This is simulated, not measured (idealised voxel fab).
The following is a process module called voxel self aligned contacts.
In the cross-section labelled cut, the width is 210 nm and each square cell is 5 nm.
Reading order for cross-sections: top band down to bottom band. Underlying form: a grid of square cells. Band size: one or more rows of cells.
What a band's entry tells you: where the top is and where the bottom is, as heights in nm, and after that what lies inside, material by material from left to right, each with its width in nm. Empty space is written as the word "empty", and a single material marked with the word "everywhere" occupies the band from edge to edge.
All heights in this document are referenced to 0, defined as the level beneath which the wafer, as received, consists entirely of one material. The lowest band is not bounded below; it extends indefinitely downward and is written in the form "0 down".
Width: "30->40" (first number = top row, second number = bottom row, same change from row to row of cells).
When a step is marked "everything unchanged", none of the cells in the cross-section changed during that step.
You'll see "Voids lacking openings" listing empty spaces that have no way open to the top, as long as they're 8 cells or more; the notation is width x height at distance, where the distance is from the left edge, and all of it is in nm.
Read whatever lies past the settings on a step's line as the simulator's own remark about the step.
What "overlay nm" on a step's line means: if the step has a mask, that mask lay this far to the right of its planned place, or, when the value is negative, to the left.

-- Process steps - plan
| 1 | RECEIVE [material Si] |
| 2 | CONFORMAL_DEP [material SiO2] [thk nm 5] |
| 3 | DIRECTIONAL_DEP [material polySi] [thk nm 20] |
| 4 | DIRECTIONAL_DEP [material SiN] [thk nm 15] |
| 5 | DIRECTIONAL_DEP [material aC] [thk nm 10] |
| 6 | PATTERN [tone cover] [mask id GATE] [material resist] [width nm 35] [pitch nm 60] [thk nm 30] [overlay nm 0] |
| 7 | DIRECTIONAL_ETCH [etch materials aC] [depth nm 10] |
| 8 | STRIP [etch materials resist] |
| 9 | DIRECTIONAL_ETCH [etch materials SiN] [depth nm 15] |
| 10 | DIRECTIONAL_ETCH [etch materials polySi] [depth nm 20] |
| 11 | STRIP [etch materials aC] |
| 12 | CONFORMAL_DEP [material SiN] [thk nm 5] |
| 13 | DIRECTIONAL_ETCH [etch materials SiN] [depth nm 5] |
| 14 | FILL_DEP [material SiO2] [thk nm 15] |
| 15 | CMP [height nm 50] |
| 16 | PATTERN [tone open] [mask id CONTACT] [material resist] [width nm 35] [thk nm 20] [overlay nm -15] |
| 17 | DIRECTIONAL_ETCH [etch materials SiO2] [depth nm 50] |
| 18 | STRIP [etch materials resist] |
| 19 | CONFORMAL_DEP [material TiN] [thk nm 5] |
| 20 | FILL_DEP [material W] [thk nm 5] |
| 21 | CMP [height nm 50] |
| 22 | CONFORMAL_DEP [material SiN] [thk nm 5] |
What sets these wafers apart? The overlay nm at step 16. They all start alike, and the plan carries the first wafer's value.

-- As-received state after step 1, first of several wafers, cross-section
  0 down | Si everywhere
  Voids lacking openings: none

-- Heads up, this table goes wafer by wafer. A row tells you, at the end of the module, how many cells of each material that wafer has put on (+) or dropped (-) since it was received, and then its closed voids
overlay nm -15; +112 SiN; +264 SiO2; +25 TiN; +5 W; +56 polySi; Voids lacking openings: none
overlay nm -10; +112 SiN; +256 SiO2; +25 TiN; +13 W; +56 polySi; Voids lacking openings: none
overlay nm -5; +112 SiN; +256 SiO2; +25 TiN; +13 W; +56 polySi; Voids lacking openings: none
overlay nm 0; +112 SiN; +256 SiO2; +25 TiN; +13 W; +56 polySi; Voids lacking openings: none
overlay nm 5; +112 SiN; +256 SiO2; +25 TiN; +13 W; +56 polySi; Voids lacking openings: none
overlay nm 10; +112 SiN; +256 SiO2; +25 TiN; +13 W; +56 polySi; Voids lacking openings: none
overlay nm 15; +112 SiN; +264 SiO2; +25 TiN; +5 W; +56 polySi; Voids lacking openings: none
